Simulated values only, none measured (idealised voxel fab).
process module | voxel released beams
cross-section cut | 260 nm wide | cells 5 nm
A cross-section is a grid of square cells, given in bands from the top down. A band is one or more rows of cells.
Each band's line starts with the height of the band's top and of its bottom, in nm. Then come its materials from left to right, each with its width in nm. One material with "throughout" fills the band from edge to edge. "air" is empty space.
Height 0 is the level under which the wafer as received is all one material. The lowest band goes on downwards, as in "0 down".
A width such as "30 to 40" changes by the same amount from each row of cells to the next, from the band's top row to its bottom row.
"no change" after a step means that no cell of the cross-section changed.
closed voids: empty space of 8 cells or more with no open way to the top, each as width x height at its distance from the left edge, in nm
after a step's settings: what the simulator itself notes on the step
overlay nm, on a step with a mask: how far to the right of its planned place the mask lay; to the left if negative
plan
1 op RECEIVE | material Si
2 op CONFORMAL_DEP | material Al2O3 | thk nm 5
3 op DIRECTIONAL_DEP | material SiO2 | thk nm 10
4 op PATTERN | tone open | mask id ANCHOR | material resist | width nm 25 | thk nm 20 | overlay nm 0
5 op DIRECTIONAL_ETCH | etch materials SiO2 | depth nm 10
6 op STRIP | etch materials resist
7 op CONFORMAL_DEP | material SiN | thk nm 10
8 op PATTERN | tone cover | mask id BEAM | material resist | width nm 105 | thk nm 15 | overlay nm 0
9 op DIRECTIONAL_ETCH | etch materials SiN | depth nm 10
10 op STRIP | etch materials resist
11 op STRIP | etch materials SiO2
as received, after step 1
  0 down: Si throughout
  closed voids: none
first wafer at the end, as planned
  25 to 15: air 75 | SiN 15 | air 5 | SiN 85 | air 80
  15 to 5: air 80 | SiN 25 | air 155
  5 to 0: Al2O3 throughout
  0 down: Si throughout
  closed voids: none
second wafer at the end: like start, like plan, one mistake
  30 to 20: air 75 | SiN 105 | air 80
  20 to 15: SiN throughout
  15 to 5: SiO2 80 | SiN 25 | SiO2 155
  5 to 0: Al2O3 throughout
  0 down: Si throughout
  closed voids: none
what went wrong: step 7 ran as: op CONFORMAL_DEP | material SiN | thk nm 15
at the end the second wafer has, in cells: 54 more of SiN | 94 more of SiO2
